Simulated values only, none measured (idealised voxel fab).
This is a process module. Its name is voxel ribs on slabs.
Displayed cross-section: cut, width of 140 nm, square cells sized 5 nm.
Throughout this document, each cross-section is represented as a grid of square cells and is presented as a sequence of bands enumerated from the top downward, where a band comprises one or more rows of cells.
It is stipulated that each band's entry specify, in nanometres, the height of the top of the band and then that of its bottom, followed by the materials of the band in left-to-right sequence, each together with its width in nanometres. A single material marked by the word "full width" is understood to fill the band from edge to edge; the word "air" is understood to denote empty space.
The level at which height equals 0 is the one under which the wafer, as it arrives, is entirely one material. No lower edge exists for the bottom band, which continues downward and is notated as in "0 down".
Width: "30..40" (first number = top row, second number = bottom row, same change from row to row of cells).
Step marked "nothing changed"? Then no cell in the cross-section changed in it.
"Voids lacking openings" means: voids of 8 cells or more that are shut off from the top with no open way through. Written width x height at distance, distance from the left edge, in nm.
What comes after the settings on a step's line is commentary from the simulator itself on that step.
What "overlay nm" on a step's line means: if the step has a mask, that mask lay this far to the right of its planned place, or, when the value is negative, to the left.
Here's what the planned process steps look like
1) RECEIVE, material Si
2) DIRECTIONAL_DEP, material SiO2, thk nm 30
3) DIRECTIONAL_DEP, material SiN, thk nm 20
4) DIRECTIONAL_DEP, material aC, thk nm 15
5) PATTERN, tone cover, mask id RIB, material resist, width nm 20, thk nm 35, overlay nm 0
6) DIRECTIONAL_ETCH, etch materials aC, depth nm 15
7) STRIP, etch materials resist
8) DIRECTIONAL_ETCH, etch materials SiN, depth nm 10
9) STRIP, etch materials aC
10) DIRECTIONAL_DEP, material aC, thk nm 15
11) PATTERN, tone cover, mask id SLAB, material resist, width nm 50, thk nm 35, overlay nm 0
12) DIRECTIONAL_ETCH, etch materials aC, depth nm 15
13) STRIP, etch materials resist
14) DIRECTIONAL_ETCH, etch materials SiN, depth nm 10
15) STRIP, etch materials aC
16) FILL_DEP, material SiO2, thk nm 25
17) CMP, height nm 65
18) DIRECTIONAL_DEP, material TiN, thk nm 5
19) DIRECTIONAL_DEP, material aC, thk nm 10
20) PATTERN, tone cover, mask id HEATER, material resist, width nm 30, thk nm 25, overlay nm 0
21) DIRECTIONAL_ETCH, etch materials aC, depth nm 10
22) STRIP, etch materials resist
23) DIRECTIONAL_ETCH, etch materials TiN, depth nm 5
24) STRIP, etch materials aC
25) CONFORMAL_DEP, material SiN, thk nm 10
Here's what the wafer looked like in cross-section when it arrived - that's after step 1
  0 down = Si full width
  Voids lacking openings: none
One mistake in running the module, otherwise start and plan as above: cross-section at the end
  80 to 75 = 65 of SiN / 10 of air / 65 of SiN
  75 to 70 = SiN full width
  70 to 65 = 55 of TiN / 30 of SiN / 55 of TiN
  65 to 50 = SiO2 full width
  50 to 40 = 60 of SiO2 / 20 of SiN / 60 of SiO2
  40 to 30 = 45 of SiO2 / 50 of SiN / 45 of SiO2
  30 to 0 = SiO2 full width
  0 down = Si full width
  Voids lacking openings: none
Short version of what went wrong: rather than as planned, step 20 actually ran as PATTERN, tone open, mask id HEATER, material resist, width nm 30, thk nm 25, overlay nm 0
